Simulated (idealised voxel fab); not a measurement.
You're looking at the process module voxel quadruple lines.
Cross-section cut: width 170 nm, square cells of 5 nm.
In what follows, cross-sections appear as grids of square cells, described through bands that run from the top down, where every band is one or more rows of cells.
Each band's line starts with the height of the band's top and of its bottom, in nm. Then come its materials from left to right, each with its width in nm. One material with "everywhere" fills the band from edge to edge. "blank" is empty space.
For the purposes of this specification, 0 denotes the height below which the wafer in its as-received condition is composed wholly of one material, and the lowermost band, lacking a lower limit, extends downward without end, as expressed in "top 0, no bottom".
Read "30 to 40" as a graded width: first number on top, second number at the bottom, same change between each pair of neighbouring rows.
Step note "no alterations made" = no cross-section cell changed.
If an empty space has no open way to the top and is at least 8 cells in size, "Closed voids list" lists it, written width x height at distance, where distance is measured from the left edge and every value is in nm.
Note: text after step settings on the step line = simulator remark on that step.
overlay nm: step with mask; distance mask lay right of planned place; negative value = left of planned place.
Below is the list of planned process steps:
1) RECEIVE, material Si
2) CONFORMAL_DEP, material Al2O3, thk nm 10
3) DIRECTIONAL_DEP, material Ru, thk nm 15
4) DIRECTIONAL_DEP, material polySi, thk nm 20
5) DIRECTIONAL_DEP, material aC, thk nm 25
6) PATTERN, tone cover, mask id MANDREL, material resist, width nm 30, thk nm 30, overlay nm -15
7) DIRECTIONAL_ETCH, etch materials aC, depth nm 25
8) STRIP, etch materials resist
9) CONFORMAL_DEP, material SiO2, thk nm 10
10) DIRECTIONAL_ETCH, etch materials SiO2, depth nm 10
11) STRIP, etch materials aC
12) DIRECTIONAL_ETCH, etch materials polySi, depth nm 20
13) STRIP, etch materials SiO2
14) CONFORMAL_DEP, material SiN, thk nm 10
15) DIRECTIONAL_ETCH, etch materials SiN, depth nm 10
16) STRIP, etch materials polySi
17) DIRECTIONAL_ETCH, etch materials Ru, depth nm 15
18) STRIP, etch materials SiN
19) FILL_DEP, material SiO2, thk nm 10
20) CMP, height nm 25
The plan shows the overlay nm of step 6 as the first wafer had it; this setting differs between the wafers, which start out alike.
The first of several wafers in cross-section, exactly as it reached us after step 1:
top 0, no bottom = Si everywhere
Closed voids list: none
Heads up, this table goes wafer by wafer. A row tells you, at the end of the module, how many cells of each material that wafer has put on (+) or dropped (-) since it was received, and then its closed voids:
overlay nm -15; +68 Al2O3; +24 Ru; +78 SiO2; Closed voids list: none
overlay nm -10; +68 Al2O3; +24 Ru; +78 SiO2; Closed voids list: none
overlay nm -5; +68 Al2O3; +24 Ru; +78 SiO2; Closed voids list: none
overlay nm 0; +68 Al2O3; +24 Ru; +78 SiO2; Closed voids list: none
overlay nm 5; +68 Al2O3; +24 Ru; +78 SiO2; Closed voids list: none
overlay nm 10; +68 Al2O3; +24 Ru; +78 SiO2; Closed voids list: none
overlay nm 15; +68 Al2O3; +24 Ru; +78 SiO2; Closed voids list: none
